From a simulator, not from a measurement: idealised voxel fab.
Process module heading - voxel spacer lines
FYI the section here is cut, 230 nm wide, cells are 5 nm squares.
Cross-section format: a grid of square cells, given as bands from top to bottom; each band is one or more rows of cells.
Band: top height; bottom height; in nm. Then, left to right: material with width in nm, for each material. "throughout": a single material spanning edge to edge. "blank": empty space.
Note: height 0 marks the level under which the wafer is uniformly one material as received. Lowest band unbounded below, written "from 0 down".
A width such as "30->40" changes by the same amount from each row of cells to the next, from the band's top row to its bottom row.
Given "left unchanged" for a step, no cell of the cross-section differs between before and after that step.
"Closed-off voids" enumerates empty spaces isolated from the top, with no open way to it, that contain at least 8 cells, giving each as width x height at distance from the left edge, all three in nm.
If you see something after the settings on a step's line, that's the simulator's own remark about that step.
overlay nm: where the mask lay relative to plan, measured to the right, on steps with a mask; negatives go left.
Plan
1 RECEIVE | material Si
2 CONFORMAL_DEP | material SiO2 | thk nm 5
3 DIRECTIONAL_DEP | material polySi | thk nm 10
4 DIRECTIONAL_DEP | material aC | thk nm 20
5 PATTERN | tone cover | mask id MANDREL | material resist | width nm 20 | pitch nm 70 | thk nm 25 | overlay nm 0
6 DIRECTIONAL_ETCH | etch materials aC | depth nm 20
7 STRIP | etch materials resist
8 CONFORMAL_DEP | material SiN | thk nm 15
9 DIRECTIONAL_ETCH | etch materials SiN | depth nm 15
10 STRIP | etch materials aC
11 DIRECTIONAL_ETCH | etch materials polySi | depth nm 10
12 STRIP | etch materials SiN
13 FILL_DEP | material lowk | thk nm 10
14 CMP | height nm 15
The first of two wafers, run as planned
Delivered wafer in cross-section: state after step 1
from 0 down | Si throughout
Closed-off voids: none
Upon completion of step 2, the wafer appears in cross-section as shown
from 5 to 0 | SiO2 throughout
Under the height 0 nothing was changed.
Upon completion of step 3, the wafer appears in cross-section as shown
from 15 to 5 | polySi throughout
Under the height 5 nothing was changed.
Upon completion of step 4, the wafer appears in cross-section as shown
from 35 to 15 | aC throughout
Under the height 15 nothing was changed.
Upon completion of step 5, the wafer appears in cross-section as shown
from 60 to 35 | blank=70, resist=20, blank=50, resist=20, blank=70
Under the height 35 nothing was changed.
Upon completion of step 6, the wafer appears in cross-section as shown
from 40 to 35 | blank=70, resist=20, blank=50, resist=20, blank=70
from 35 to 15 | blank=70, aC=20, blank=50, aC=20, blank=70
Under the height 15 nothing was changed.
Upon completion of step 7, the wafer appears in cross-section as shown
from 35 to 15 | blank=70, aC=20, blank=50, aC=20, blank=70
Under the height 15 nothing was changed.
Upon completion of step 8, the wafer appears in cross-section as shown
from 50 to 35 | blank=55, SiN=50, blank=20, SiN=50, blank=55
from 35 to 30 | blank=55, SiN=15, aC=20, SiN=15, blank=20, SiN=15, aC=20, SiN=15, blank=55
from 30 to 15 | SiN=70, aC=20, SiN=50, aC=20, SiN=70
Under the height 15 nothing was changed.
Upon completion of step 9, the wafer appears in cross-section as shown
from 35 to 15 | blank=55, SiN=15, aC=20, SiN=15, blank=20, SiN=15, aC=20, SiN=15, blank=55
Under the height 15 nothing was changed.
Upon completion of step 10, the wafer appears in cross-section as shown
from 35 to 15 | blank=55, SiN=15, blank=20, SiN=15, blank=20, SiN=15, blank=20, SiN=15, blank=55
Under the height 15 nothing was changed.
Upon completion of step 11, the wafer appears in cross-section as shown
from 35 to 15 | blank=55, SiN=15, blank=20, SiN=15, blank=20, SiN=15, blank=20, SiN=15, blank=55
from 15 to 5 | blank=55, polySi=15, blank=20, polySi=15, blank=20, polySi=15, blank=20, polySi=15, blank=55
Under the height 5 nothing was changed.
Upon completion of step 12, the wafer appears in cross-section as shown
from 15 to 5 | blank=55, polySi=15, blank=20, polySi=15, blank=20, polySi=15, blank=20, polySi=15, blank=55
Under the height 5 nothing was changed.
Upon completion of step 13, the wafer appears in cross-section as shown
from 25 to 15 | lowk throughout
from 15 to 5 | lowk=55, polySi=15, lowk=20, polySi=15, lowk=20, polySi=15, lowk=20, polySi=15, lowk=55
Under the height 5 nothing was changed.
Upon completion of step 14, the wafer appears in cross-section as shown
from 15 to 5 | lowk=55, polySi=15, lowk=20, polySi=15, lowk=20, polySi=15, lowk=20, polySi=15, lowk=55
Under the height 5 nothing was changed.
Wafer two. Identical start, identical plan. One mistake in execution. Identical history through step 4
Cross-section: second wafer, time at which step 5 was scheduled to end
from 60 to 35 | blank=80, resist=20, blank=50, resist=20, blank=60
Under the height 35 nothing was changed.
Cross-section: second wafer, time at which step 6 was scheduled to end
from 40 to 35 | blank=80, resist=20, blank=50, resist=20, blank=60
from 35 to 15 | blank=80, aC=20, blank=50, aC=20, blank=60
Under the height 15 nothing was changed.
Cross-section: second wafer, time at which step 7 was scheduled to end
from 35 to 15 | blank=80, aC=20, blank=50, aC=20, blank=60
Under the height 15 nothing was changed.
Cross-section: second wafer, time at which step 8 was scheduled to end
from 50 to 35 | blank=65, SiN=50, blank=20, SiN=50, blank=45
from 35 to 30 | blank=65, SiN=15, aC=20, SiN=15, blank=20, SiN=15, aC=20, SiN=15, blank=45
from 30 to 15 | SiN=80, aC=20, SiN=50, aC=20, SiN=60
Under the height 15 nothing was changed.
Cross-section: second wafer, time at which step 9 was scheduled to end
from 35 to 15 | blank=65, SiN=15, aC=20, SiN=15, blank=20, SiN=15, aC=20, SiN=15, blank=45
Under the height 15 nothing was changed.
Cross-section: second wafer, time at which step 10 was scheduled to end
from 35 to 15 | blank=65, SiN=15, blank=20, SiN=15, blank=20, SiN=15, blank=20, SiN=15, blank=45
Under the height 15 nothing was changed.
Cross-section: second wafer, time at which step 11 was scheduled to end
from 35 to 15 | blank=65, SiN=15, blank=20, SiN=15, blank=20, SiN=15, blank=20, SiN=15, blank=45
from 15 to 5 | blank=65, polySi=15, blank=20, polySi=15, blank=20, polySi=15, blank=20, polySi=15, blank=45
Under the height 5 nothing was changed.
Cross-section: second wafer, time at which step 12 was scheduled to end
from 15 to 5 | blank=65, polySi=15, blank=20, polySi=15, blank=20, polySi=15, blank=20, polySi=15, blank=45
Under the height 5 nothing was changed.
Cross-section: second wafer, time at which step 13 was scheduled to end
from 25 to 15 | lowk throughout
from 15 to 5 | lowk=65, polySi=15, lowk=20, polySi=15, lowk=20, polySi=15, lowk=20, polySi=15, lowk=45
Under the height 5 nothing was changed.
Cross-section: second wafer, time at which step 14 was scheduled to end
from 15 to 5 | lowk=65, polySi=15, lowk=20, polySi=15, lowk=20, polySi=15, lowk=20, polySi=15, lowk=45
Under the height 5 nothing was changed.
Against the plan, the run slipped here: step 5 changed vs plan, executed as PATTERN | tone cover | mask id MANDREL | material resist | width nm 20 | pitch nm 70 | thk nm 25 | overlay nm 10
The two final wafers agree on how many cells each material fills and disagree on which cells those are.
